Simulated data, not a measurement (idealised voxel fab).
The following process module bears the name voxel ribs on slabs.
Each square cell in cross-section cut measures 5 nm, and the section as a whole is 275 nm wide.
This document writes a cross-section as a grid whose cells are square, and gives it as bands, listed from the top down; one or more rows of cells form a band. Top, bottom (nm), then materials left to right with widths (nm); lone material tagged "everywhere" fills the whole band edge to edge; "air" = empty space. Ref level 0: as-received wafer is one material below here. Bottom band extends down with no lower bound ("0 and below"). A two-number width, for instance "30..40", indicates that the width is equal to the first number in the top row of the band and to the second number in the bottom row, and that it changes by a constant amount per row of cells. When a step is marked "no alteration", none of the cells in the cross-section changed during that step. Any empty space of 8 cells or more lacking an open way to the top shows up in "Trapped cavities" as width x height at distance, distance from the left edge, in nm. The remark found on a step's line after its settings is issued by the simulator itself and pertains to that step. "overlay nm" denotes, for a step that has a mask, the displacement of the mask to the right of its planned place, with negative values corresponding to the left.

### So here's the lineup of process steps we planned
1,RECEIVE,material Si
2,DIRECTIONAL_DEP,material SiO2,thk nm 25
3,DIRECTIONAL_DEP,material SiN,thk nm 15
4,MASKED_ETCH,tone cover,mask id RIB,width nm 15,etch materials SiN,depth nm 10,overlay nm 0
5,PATTERN,tone cover,mask id SLAB,material resist,width nm 55,thk nm 20,overlay nm 0
6,DIRECTIONAL_ETCH,etch materials SiN,depth nm 5
7,STRIP,etch materials resist
8,FILL_DEP,material SiO2,thk nm 15
9,CMP,height nm 50
10,DIRECTIONAL_DEP,material TiN,thk nm 10
11,PATTERN,tone cover,mask id HEATER,material resist,width nm 25,thk nm 15,overlay nm 0
12,DIRECTIONAL_ETCH,etch materials TiN,depth nm 10
13,STRIP,etch materials resist
14,CONFORMAL_DEP,material SiN,thk nm 5

### Cross-section of the wafer at receipt, which is the condition after step 1
    0 and below  Si everywhere
    Trapped cavities: none

### Starting structure and process plan are as shown above, but one mistake was made in running the module; the wafer cross-section at the end of the module follows
    65 down to 60  air (120), SiN (35), air (120)
    60 down to 55  air (120), SiN (5), TiN (25), SiN (5), air (120)
    55 down to 50  SiN (125), TiN (25), SiN (125)
    50 down to 40  SiO2 everywhere
    40 down to 30  SiO2 (130), SiN (20), SiO2 (125)
    30 down to 25  SiO2 (110), SiN (55), SiO2 (110)
    25 down to 0  SiO2 everywhere
    0 and below  Si everywhere
    Trapped cavities: none
What broke from the plan during processing? in deviation from the planned setting, step 4 was conducted as MASKED_ETCH,tone cover,mask id RIB,width nm 20,etch materials SiN,depth nm 10,overlay nm 0
